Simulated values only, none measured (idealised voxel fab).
Proc. module: voxel transistor to metal
The cross-section on display is named cut; it measures 145 nm wide, and its cells are 5 nm squares.
The cross-sections in this document take the form of a grid made of square cells. They are written out as bands, in order from top to bottom. Each band consists of one or more rows of cells.
Band: top and bottom heights (nm) first, top before bottom; then materials from left to right, widths in nm. "throughout" marks a sole material filling the band edge to edge. "air" denotes empty space.
It should be noted that heights are counted from 0, beneath which the wafer as supplied is of one material throughout, and that the lowest band possesses no lower boundary but continues downward, as written in "0 down".
Read "30->40" as a graded width: first number on top, second number at the bottom, same change between each pair of neighbouring rows.
When a step is marked "identical to before", none of the cells in the cross-section changed during that step.
Voids not open to the top, 8 cells minimum: see "Closed cavity list". Written width x height at distance; distance is from the left edge; nm.
after a step's settings: what the simulator itself notes on the step
The "overlay nm" setting may appear on a step's line; for a step that uses a mask, it gives how far to the right of its planned position the mask lay, and a negative value indicates the left.

**Steps in the process plan**
step 1: RECEIVE, material Si
step 2: OXIDIZE, depth nm 5
step 3: CONFORMAL_DEP, material SiN, thk nm 15
step 4: DIRECTIONAL_DEP, material aC, thk nm 10
step 5: PATTERN, tone cover, mask id ACTIVE, material resist, width nm 100, thk nm 30, overlay nm 0
step 6: DIRECTIONAL_ETCH, etch materials aC, depth nm 10
step 7: STRIP, etch materials resist
step 8: DIRECTIONAL_ETCH, etch materials SiN, depth nm 15
step 9: DIRECTIONAL_ETCH, etch materials SiO2, depth nm 5
step 10: DIRECTIONAL_ETCH, etch materials Si, depth nm 25
step 11: STRIP, etch materials aC
step 12: FILL_DEP, material SiO2, thk nm 15
step 13: CMP, height nm 15
step 14: SELECTIVE_ETCH, etch materials SiO2, depth nm 10
step 15: STRIP, etch materials SiN
step 16: SELECTIVE_ETCH, etch materials SiO2, depth nm 5
step 17: OXIDIZE, depth nm 5
step 18: DIRECTIONAL_DEP, material polySi, thk nm 20
step 19: DIRECTIONAL_DEP, material SiCN, thk nm 15
step 20: PATTERN, tone cover, mask id GATE, material resist, width nm 20, thk nm 15, overlay nm 0
step 21: DIRECTIONAL_ETCH, etch materials SiCN, depth nm 25
step 22: DIRECTIONAL_ETCH, etch materials polySi, depth nm 30
step 23: STRIP, etch materials resist
step 24: CONFORMAL_DEP, material SiO2, thk nm 5
step 25: DIRECTIONAL_ETCH, etch materials SiO2, depth nm 5
step 26: CONFORMAL_DEP, material SiN, thk nm 5
step 27: DIRECTIONAL_ETCH, etch materials SiN, depth nm 5
step 28: DIRECTIONAL_ETCH, etch materials SiO2, depth nm 5
step 29: DIRECTIONAL_ETCH, etch materials Si, depth nm 10
step 30: EPI, material nSi, thk nm 10
step 31: FILL_DEP, material SiO2, thk nm 5
step 32: CMP, height nm 30
step 33: DIRECTIONAL_DEP, material SiO2, thk nm 10
step 34: PATTERN, tone open, mask id CONTACT, material resist, width nm 30, pitch nm 60, thk nm 20, overlay nm 0
step 35: DIRECTIONAL_ETCH, etch materials SiO2, depth nm 50
step 36: STRIP, etch materials resist
step 37: CONFORMAL_DEP, material TiN, thk nm 5
step 38: FILL_DEP, material W, thk nm 10
step 39: CMP, height nm 40
step 40: CONFORMAL_DEP, material SiCN, thk nm 5
step 41: DIRECTIONAL_DEP, material lowk, thk nm 15
step 42: PATTERN, tone open, mask id METAL_1, material resist, width nm 20, pitch nm 70, thk nm 15, overlay nm 0
step 43: DIRECTIONAL_ETCH, etch materials lowk, depth nm 15
step 44: DIRECTIONAL_ETCH, etch materials SiCN, depth nm 5
step 45: STRIP, etch materials resist
step 46: CONFORMAL_DEP, material TiN, thk nm 5
step 47: FILL_DEP, material Cu, thk nm 10
step 48: CMP, height nm 60
step 49: CONFORMAL_DEP, material SiCN, thk nm 5
step 50: DIRECTIONAL_DEP, material SiO2, thk nm 35
step 51: DIRECTIONAL_DEP, material aC, thk nm 10
step 52: PATTERN, tone open, mask id METAL_2_HOLES, material resist, width nm 15, pitch nm 70, thk nm 25, overlay nm 0
step 53: DIRECTIONAL_ETCH, etch materials aC, depth nm 10
step 54: STRIP, etch materials resist
step 55: DIRECTIONAL_ETCH, etch materials SiO2, depth nm 35
step 56: STRIP, etch materials aC
step 57: PATTERN, tone open, mask id METAL_2, material resist, width nm 20, pitch nm 70, thk nm 15, overlay nm 0
step 58: DIRECTIONAL_ETCH, etch materials SiO2, depth nm 20
step 59: DIRECTIONAL_ETCH, etch materials SiCN, depth nm 5
step 60: STRIP, etch materials resist
step 61: CONFORMAL_DEP, material TiN, thk nm 5
step 62: FILL_DEP, material Cu, thk nm 10
step 63: CMP, height nm 100
step 64: CONFORMAL_DEP, material SiN, thk nm 5

**First of two wafers, processed according to plan**

**Delivered wafer in cross-section: state after step 1**
	0 down: Si throughout
	Closed cavity list: none

**After step 2: wafer cross-section**
	0 to -5: SiO2 throughout
	Anything lower than -5 is untouched.

**After step 3: wafer cross-section**
	15 to 0: SiN throughout
	Anything lower than 0 is untouched.

**After step 4: wafer cross-section**
	25 to 15: aC throughout
	Anything lower than 15 is untouched.

**After step 5: wafer cross-section**
	55 to 25: air 20; resist 100; air 25
	Anything lower than 25 is untouched.

**After step 6: wafer cross-section**
	45 to 25: air 20; resist 100; air 25
	25 to 15: air 20; aC 100; air 25
	Anything lower than 15 is untouched.

**After step 7: wafer cross-section**
	25 to 15: air 20; aC 100; air 25
	Anything lower than 15 is untouched.

**After step 8: wafer cross-section**
	25 to 15: air 20; aC 100; air 25
	15 to 0: air 20; SiN 100; air 25
	Anything lower than 0 is untouched.

**After step 9: wafer cross-section**
	25 to 15: air 20; aC 100; air 25
	15 to 0: air 20; SiN 100; air 25
	0 to -5: air 20; SiO2 100; air 25
	Anything lower than -5 is untouched.

**After step 10: wafer cross-section**
	25 to 15: air 20; aC 100; air 25
	15 to 0: air 20; SiN 100; air 25
	0 to -5: air 20; SiO2 100; air 25
	-5 to -30: air 20; Si 100; air 25
	Anything lower than -30 is untouched.

**After step 11: wafer cross-section**
	15 to 0: air 20; SiN 100; air 25
	Anything lower than 0 is untouched.

**After step 12: wafer cross-section**
	30 to 15: SiO2 throughout
	15 to 0: SiO2 20; SiN 100; SiO2 25
	0 to -5: SiO2 throughout
	-5 to -30: SiO2 20; Si 100; SiO2 25
	Anything lower than -30 is untouched.

**After step 13: wafer cross-section**
	15 to 0: SiO2 20; SiN 100; SiO2 25
	Anything lower than 0 is untouched.

**After step 14: wafer cross-section**
	15 to 5: air 20; SiN 100; air 25
	Anything lower than 5 is untouched.

**After step 15: wafer cross-section**
	5 to 0: SiO2 20; air 100; SiO2 25
	Anything lower than 0 is untouched.

**After step 16: wafer cross-section**
	0 to -5: SiO2 15; air 110; SiO2 20
	Anything lower than -5 is untouched.

**After step 17: wafer cross-section**
	0 to -5: SiO2 15; air 110; SiO2 20
	-5 to -10: SiO2 throughout
	Anything lower than -10 is untouched.

**After step 18: wafer cross-section**
	20 to 15: polySi 15; air 110; polySi 20
	15 to 0: polySi throughout
	0 to -5: SiO2 15; polySi 110; SiO2 20
	Anything lower than -5 is untouched.

**After step 19: wafer cross-section**
	35 to 30: SiCN 15; air 110; SiCN 20
	30 to 20: SiCN throughout
	20 to 15: polySi 15; SiCN 110; polySi 20
	Anything lower than 15 is untouched.

**After step 20: wafer cross-section**
	50 to 35: air 60; resist 20; air 65
	35 to 30: SiCN 15; air 45; resist 20; air 45; SiCN 20
	Anything lower than 30 is untouched.

**After step 21: wafer cross-section**
	50 to 30: air 60; resist 20; air 65
	30 to 20: air 60; SiCN 20; air 65
	20 to 15: polySi 15; air 45; SiCN 20; air 45; polySi 20
	Anything lower than 15 is untouched.

**After step 22: wafer cross-section**
	50 to 30: air 60; resist 20; air 65
	30 to 15: air 60; SiCN 20; air 65
	15 to 0: air 60; polySi 20; air 65
	0 to -5: SiO2 15; air 45; polySi 20; air 45; SiO2 20
	Anything lower than -5 is untouched.

**After step 23: wafer cross-section**
	30 to 15: air 60; SiCN 20; air 65
	Anything lower than 15 is untouched.

**After step 24: wafer cross-section**
	35 to 30: air 55; SiO2 30; air 60
	30 to 15: air 55; SiO2 5; SiCN 20; SiO2 5; air 60
	15 to 5: air 55; SiO2 5; polySi 20; SiO2 5; air 60
	5 to 0: SiO2 20; air 35; SiO2 5; polySi 20; SiO2 5; air 35; SiO2 25
	0 to -5: SiO2 60; polySi 20; SiO2 65
	Anything lower than -5 is untouched.

**After step 25: wafer cross-section**
	30 to 15: air 55; SiO2 5; SiCN 20; SiO2 5; air 60
	15 to 0: air 55; SiO2 5; polySi 20; SiO2 5; air 60
	0 to -5: SiO2 20; air 35; SiO2 5; polySi 20; SiO2 5; air 35; SiO2 25
	Anything lower than -5 is untouched.

**After step 26: wafer cross-section**
	35 to 30: air 50; SiN 40; air 55
	30 to 15: air 50; SiN 5; SiO2 5; SiCN 20; SiO2 5; SiN 5; air 55
	15 to 5: air 50; SiN 5; SiO2 5; polySi 20; SiO2 5; SiN 5; air 55
	5 to 0: SiN 25; air 25; SiN 5; SiO2 5; polySi 20; SiO2 5; SiN 5; air 25; SiN 30
	0 to -5: SiO2 20; SiN 35; SiO2 5; polySi 20; SiO2 5; SiN 35; SiO2 25
	Anything lower than -5 is untouched.

**After step 27: wafer cross-section**
	30 to 15: air 50; SiN 5; SiO2 5; SiCN 20; SiO2 5; SiN 5; air 55
	15 to 0: air 50; SiN 5; SiO2 5; polySi 20; SiO2 5; SiN 5; air 55
	0 to -5: SiO2 20; SiN 5; air 25; SiN 5; SiO2 5; polySi 20; SiO2 5; SiN 5; air 25; SiN 5; SiO2 25
	Anything lower than -5 is untouched.

**After step 28: wafer cross-section**
	30 to 25: air 50; SiN 5; air 5; SiCN 20; air 5; SiN 5; air 55
	25 to 15: air 50; SiN 5; SiO2 5; SiCN 20; SiO2 5; SiN 5; air 55
	15 to 0: air 50; SiN 5; SiO2 5; polySi 20; SiO2 5; SiN 5; air 55
	0 to -5: air 20; SiN 5; air 25; SiN 5; SiO2 5; polySi 20; SiO2 5; SiN 5; air 25; SiN 5; air 25
	-5 to -10: SiO2 25; air 25; SiO2 40; air 25; SiO2 30
	Anything lower than -10 is untouched.

**After step 29: wafer cross-section**
	30 to 25: air 50; SiN 5; air 5; SiCN 20; air 5; SiN 5; air 55
	25 to 15: air 50; SiN 5; SiO2 5; SiCN 20; SiO2 5; SiN 5; air 55
	15 to 0: air 50; SiN 5; SiO2 5; polySi 20; SiO2 5; SiN 5; air 55
	0 to -5: air 20; SiN 5; air 25; SiN 5; SiO2 5; polySi 20; SiO2 5; SiN 5; air 25; SiN 5; air 25
	-5 to -10: SiO2 25; air 25; SiO2 40; air 25; SiO2 30
	-10 to -20: SiO2 20; Si 5; air 25; Si 40; air 25; Si 5; SiO2 25
	Anything lower than -20 is untouched.

**After step 30: wafer cross-section**
	30 to 25: air 50; SiN 5; air 5; SiCN 20; air 5; SiN 5; air 55
	25 to 15: air 50; SiN 5; SiO2 5; SiCN 20; SiO2 5; SiN 5; air 55
	15 to 0: air 50; SiN 5; SiO2 5; polySi 20; SiO2 5; SiN 5; air 55
	0 to -5: air 20; SiN 5; nSi 10; air 5; nSi 10; SiN 5; SiO2 5; polySi 20; SiO2 5; SiN 5; nSi 10; air 5; nSi 10; SiN 5; air 25
	-5 to -10: SiO2 25; nSi 10; air 5; nSi 10; SiO2 40; nSi 10; air 5; nSi 10; SiO2 30
	-10 to -20: SiO2 20; Si 5; nSi 25; Si 40; nSi 25; Si 5; SiO2 25
	Anything lower than -20 is untouched.

**After step 31: wafer cross-section**
	35 to 30: SiO2 throughout
	30 to 15: SiO2 50; SiN 5; SiO2 5; SiCN 20; SiO2 5; SiN 5; SiO2 55
	15 to 0: SiO2 50; SiN 5; SiO2 5; polySi 20; SiO2 5; SiN 5; SiO2 55
	0 to -5: SiO2 20; SiN 5; nSi 10; SiO2 5; nSi 10; SiN 5; SiO2 5; polySi 20; SiO2 5; SiN 5; nSi 10; SiO2 5; nSi 10; SiN 5; SiO2 25
	-5 to -10: SiO2 25; nSi 10; SiO2 5; nSi 10; SiO2 40; nSi 10; SiO2 5; nSi 10; SiO2 30
	Anything lower than -10 is untouched.

**After step 32: wafer cross-section**
	30 to 15: SiO2 50; SiN 5; SiO2 5; SiCN 20; SiO2 5; SiN 5; SiO2 55
	Anything lower than 15 is untouched.

**After step 33: wafer cross-section**
	40 to 30: SiO2 throughout
	Anything lower than 30 is untouched.

**After step 34: wafer cross-section**
	60 to 40: resist 25; air 30; resist 30; air 30; resist 30
	Anything lower than 40 is untouched.

**After step 35: wafer cross-section**
	60 to 40: resist 25; air 30; resist 30; air 30; resist 30
	40 to 30: SiO2 25; air 30; SiO2 30; air 30; SiO2 30
	30 to 15: SiO2 25; air 25; SiN 5; SiO2 5; SiCN 20; SiO2 5; SiN 5; air 25; SiO2 30
	15 to 0: SiO2 25; air 25; SiN 5; SiO2 5; polySi 20; SiO2 5; SiN 5; air 25; SiO2 30
	0 to -5: SiO2 20; SiN 5; nSi 10; air 5; nSi 10; SiN 5; SiO2 5; polySi 20; SiO2 5; SiN 5; nSi 10; air 5; nSi 10; SiN 5; SiO2 25
	-5 to -10: SiO2 25; nSi 10; air 5; nSi 10; SiO2 40; nSi 10; air 5; nSi 10; SiO2 30
	Anything lower than -10 is untouched.

**After step 36: wafer cross-section**
	40 to 30: SiO2 25; air 30; SiO2 30; air 30; SiO2 30
	Anything lower than 30 is untouched.

**After step 37: wafer cross-section**
	45 to 40: TiN 30; air 20; TiN 40; air 20; TiN 35
	40 to 30: SiO2 25; TiN 5; air 20->15; TiN 5->10; SiO2 30; TiN 5->10; air 20->15; TiN 5; SiO2 30
	30 to 15: SiO2 25; TiN 5; air 15; TiN 5; SiN 5; SiO2 5; SiCN 20; SiO2 5; SiN 5; TiN 5; air 15; TiN 5; SiO2 30
	15 to 5: SiO2 25; TiN 5; air 15; TiN 5; SiN 5; SiO2 5; polySi 20; SiO2 5; SiN 5; TiN 5; air 15; TiN 5; SiO2 30
	5 to 0: SiO2 25; TiN 25; SiN 5; SiO2 5; polySi 20; SiO2 5; SiN 5; TiN 25; SiO2 30
	0 to -5: SiO2 20; SiN 5; nSi 10; TiN 5; nSi 10; SiN 5; SiO2 5; polySi 20; SiO2 5; SiN 5; nSi 10; TiN 5; nSi 10; SiN 5; SiO2 25
	-5 to -10: SiO2 25; nSi 10; TiN 5; nSi 10; SiO2 40; nSi 10; TiN 5; nSi 10; SiO2 30
	Anything lower than -10 is untouched.

**After step 38: wafer cross-section**
	55 to 45: W throughout
	45 to 40: TiN 30; W 20; TiN 40; W 20; TiN 35
	40 to 30: SiO2 25; TiN 5; W 20->15; TiN 5->10; SiO2 30; TiN 5->10; W 20->15; TiN 5; SiO2 30
	30 to 15: SiO2 25; TiN 5; W 15; TiN 5; SiN 5; SiO2 5; SiCN 20; SiO2 5; SiN 5; TiN 5; W 15; TiN 5; SiO2 30
	15 to 5: SiO2 25; TiN 5; W 15; TiN 5; SiN 5; SiO2 5; polySi 20; SiO2 5; SiN 5; TiN 5; W 15; TiN 5; SiO2 30
	Anything lower than 5 is untouched.

**After step 39: wafer cross-section**
	40 to 30: SiO2 25; TiN 5; W 20->15; TiN 5->10; SiO2 30; TiN 5->10; W 20->15; TiN 5; SiO2 30
	Anything lower than 30 is untouched.

**After step 40: wafer cross-section**
	45 to 40: SiCN throughout
	Anything lower than 40 is untouched.

**After step 41: wafer cross-section**
	60 to 45: lowk throughout
	Anything lower than 45 is untouched.

**After step 42: wafer cross-section**
	75 to 60: resist 25; air 20; resist 50; air 20; resist 30
	Anything lower than 60 is untouched.

**After step 43: wafer cross-section**
	75 to 60: resist 25; air 20; resist 50; air 20; resist 30
	60 to 45: lowk 25; air 20; lowk 50; air 20; lowk 30
	Anything lower than 45 is untouched.

**After step 44: wafer cross-section**
	75 to 60: resist 25; air 20; resist 50; air 20; resist 30
	60 to 45: lowk 25; air 20; lowk 50; air 20; lowk 30
	45 to 40: SiCN 25; air 20; SiCN 50; air 20; SiCN 30
	Anything lower than 40 is untouched.

**After step 45: wafer cross-section**
	60 to 45: lowk 25; air 20; lowk 50; air 20; lowk 30
	Anything lower than 45 is untouched.

**After step 46: wafer cross-section**
	65 to 60: TiN 30; air 10; TiN 60; air 10; TiN 35
	60 to 45: lowk 25; TiN 5; air 10; TiN 5; lowk 50; TiN 5; air 10; TiN 5; lowk 30
	45 to 40: SiCN 25; TiN 20; SiCN 50; TiN 20; SiCN 30
	Anything lower than 40 is untouched.

**After step 47: wafer cross-section**
	75 to 65: Cu throughout
	65 to 60: TiN 30; Cu 10; TiN 60; Cu 10; TiN 35
	60 to 45: lowk 25; TiN 5; Cu 10; TiN 5; lowk 50; TiN 5; Cu 10; TiN 5; lowk 30
	Anything lower than 45 is untouched.

**After step 48: wafer cross-section**
	60 to 45: lowk 25; TiN 5; Cu 10; TiN 5; lowk 50; TiN 5; Cu 10; TiN 5; lowk 30
	Anything lower than 45 is untouched.

**After step 49: wafer cross-section**
	65 to 60: SiCN throughout
	Anything lower than 60 is untouched.

**After step 50: wafer cross-section**
	100 to 65: SiO2 throughout
	Anything lower than 65 is untouched.

**After step 51: wafer cross-section**
	110 to 100: aC throughout
	Anything lower than 100 is untouched.

**After step 52: wafer cross-section**
	135 to 110: resist 25; air 15; resist 55; air 15; resist 35
	Anything lower than 110 is untouched.

**After step 53: wafer cross-section**
	125 to 110: resist 25; air 15; resist 55; air 15; resist 35
	110 to 100: aC 25; air 15; aC 55; air 15; aC 35
	Anything lower than 100 is untouched.

**After step 54: wafer cross-section**
	110 to 100: aC 25; air 15; aC 55; air 15; aC 35
	Anything lower than 100 is untouched.

**After step 55: wafer cross-section**
	110 to 100: aC 25; air 15; aC 55; air 15; aC 35
	100 to 65: SiO2 25; air 15; SiO2 55; air 15; SiO2 35
	Anything lower than 65 is untouched.

**After step 56: wafer cross-section**
	100 to 65: SiO2 25; air 15; SiO2 55; air 15; SiO2 35
	Anything lower than 65 is untouched.

**After step 57: wafer cross-section**
	115 to 100: resist 25; air 20; resist 50; air 20; resist 30
	Anything lower than 100 is untouched.

**After step 58: wafer cross-section**
	115 to 100: resist 25; air 20; resist 50; air 20; resist 30
	100 to 80: SiO2 25; air 20; SiO2 50; air 20; SiO2 30
	Anything lower than 80 is untouched.

**After step 59: wafer cross-section**
	115 to 100: resist 25; air 20; resist 50; air 20; resist 30
	100 to 80: SiO2 25; air 20; SiO2 50; air 20; SiO2 30
	80 to 65: SiO2 25; air 15; SiO2 55; air 15; SiO2 35
	65 to 60: SiCN 25; air 15; SiCN 55; air 15; SiCN 35
	Anything lower than 60 is untouched.

**After step 60: wafer cross-section**
	100 to 80: SiO2 25; air 20; SiO2 50; air 20; SiO2 30
	Anything lower than 80 is untouched.

**After step 61: wafer cross-section**
	105 to 100: TiN 30; air 10; TiN 60; air 10; TiN 35
	100 to 85: SiO2 25; TiN 5; air 10; TiN 5; SiO2 50; TiN 5; air 10; TiN 5; SiO2 30
	85 to 80: SiO2 25; TiN 5; air 5; TiN 10; SiO2 50; TiN 5; air 5; TiN 10; SiO2 30
	80 to 65: SiO2 25; TiN 5; air 5; TiN 5; SiO2 55; TiN 5; air 5; TiN 5; SiO2 35
	65 to 60: SiCN 25; TiN 15; SiCN 55; TiN 15; SiCN 35
	Anything lower than 60 is untouched.

**After step 62: wafer cross-section**
	115 to 105: Cu throughout
	105 to 100: TiN 30; Cu 10; TiN 60; Cu 10; TiN 35
	100 to 85: SiO2 25; TiN 5; Cu 10; TiN 5; SiO2 50; TiN 5; Cu 10; TiN 5; SiO2 30
	85 to 80: SiO2 25; TiN 5; Cu 5; TiN 10; SiO2 50; TiN 5; Cu 5; TiN 10; SiO2 30
	80 to 65: SiO2 25; TiN 5; Cu 5; TiN 5; SiO2 55; TiN 5; Cu 5; TiN 5; SiO2 35
	Anything lower than 65 is untouched.

**After step 63: wafer cross-section**
	100 to 85: SiO2 25; TiN 5; Cu 10; TiN 5; SiO2 50; TiN 5; Cu 10; TiN 5; SiO2 30
	Anything lower than 85 is untouched.

**After step 64: wafer cross-section**
	105 to 100: SiN throughout
	Anything lower than 100 is untouched.

**The second wafer: identical to the first at the outset and in its planned sequence, differing only in that one mistake was made during processing; up to and including step 56, its path is the first wafer's path**

**Second wafer, cross-section, planned end of step 57**
	115 to 100: air 25; resist 20; air 50; resist 20; air 30
	100 to 65: SiO2 25; resist 15; SiO2 55; resist 15; SiO2 35
	Anything lower than 65 is untouched.

**Second wafer, cross-section, planned end of step 58**
	115 to 100: air 25; resist 20; air 50; resist 20; air 30
	100 to 80: air 25; resist 15; SiO2 5; air 50; resist 15; SiO2 5; air 30
	Anything lower than 80 is untouched.

Second wafer, cross-section, planned end of step 59: identical to before

**Second wafer, cross-section, planned end of step 60**
	100 to 80: air 40; SiO2 5; air 65; SiO2 5; air 30
	80 to 65: SiO2 25; air 15; SiO2 55; air 15; SiO2 35
	Anything lower than 65 is untouched.

**Second wafer, cross-section, planned end of step 61**
	105 to 100: air 35; TiN 15; air 55; TiN 15; air 25
	100 to 85: air 35; TiN 5; SiO2 5; TiN 5; air 55; TiN 5; SiO2 5; TiN 5; air 25
	85 to 80: TiN 30; air 5; TiN 5; SiO2 5; TiN 55; air 5; TiN 5; SiO2 5; TiN 30
	80 to 70: SiO2 25; TiN 5; air 5; TiN 5; SiO2 55; TiN 5; air 5; TiN 5; SiO2 35
	70 to 65: SiO2 25; TiN 15; SiO2 55; TiN 15; SiO2 35
	Anything lower than 65 is untouched.

**Second wafer, cross-section, planned end of step 62**
	115 to 105: Cu throughout
	105 to 100: Cu 35; TiN 15; Cu 55; TiN 15; Cu 25
	100 to 85: Cu 35; TiN 5; SiO2 5; TiN 5; Cu 55; TiN 5; SiO2 5; TiN 5; Cu 25
	85 to 80: TiN 30; Cu 5; TiN 5; SiO2 5; TiN 55; Cu 5; TiN 5; SiO2 5; TiN 30
	80 to 70: SiO2 25; TiN 5; Cu 5; TiN 5; SiO2 55; TiN 5; Cu 5; TiN 5; SiO2 35
	Anything lower than 70 is untouched.

**Second wafer, cross-section, planned end of step 63**
	100 to 85: Cu 35; TiN 5; SiO2 5; TiN 5; Cu 55; TiN 5; SiO2 5; TiN 5; Cu 25
	Anything lower than 85 is untouched.

**Second wafer, cross-section, planned end of step 64**
	105 to 100: SiN throughout
	Anything lower than 100 is untouched.
Which mistake was made when the wafer was run? off-plan run, step 57, actual operation and settings PATTERN, tone cover, mask id METAL_2, material resist, width nm 20, pitch nm 70, thk nm 15, overlay nm 0
Counted in cells at the end, the second wafer holds more or fewer of these materials than the first: 55 more of Cu, 6 more of SiCN, 76 fewer of SiO2, 15 more of TiN
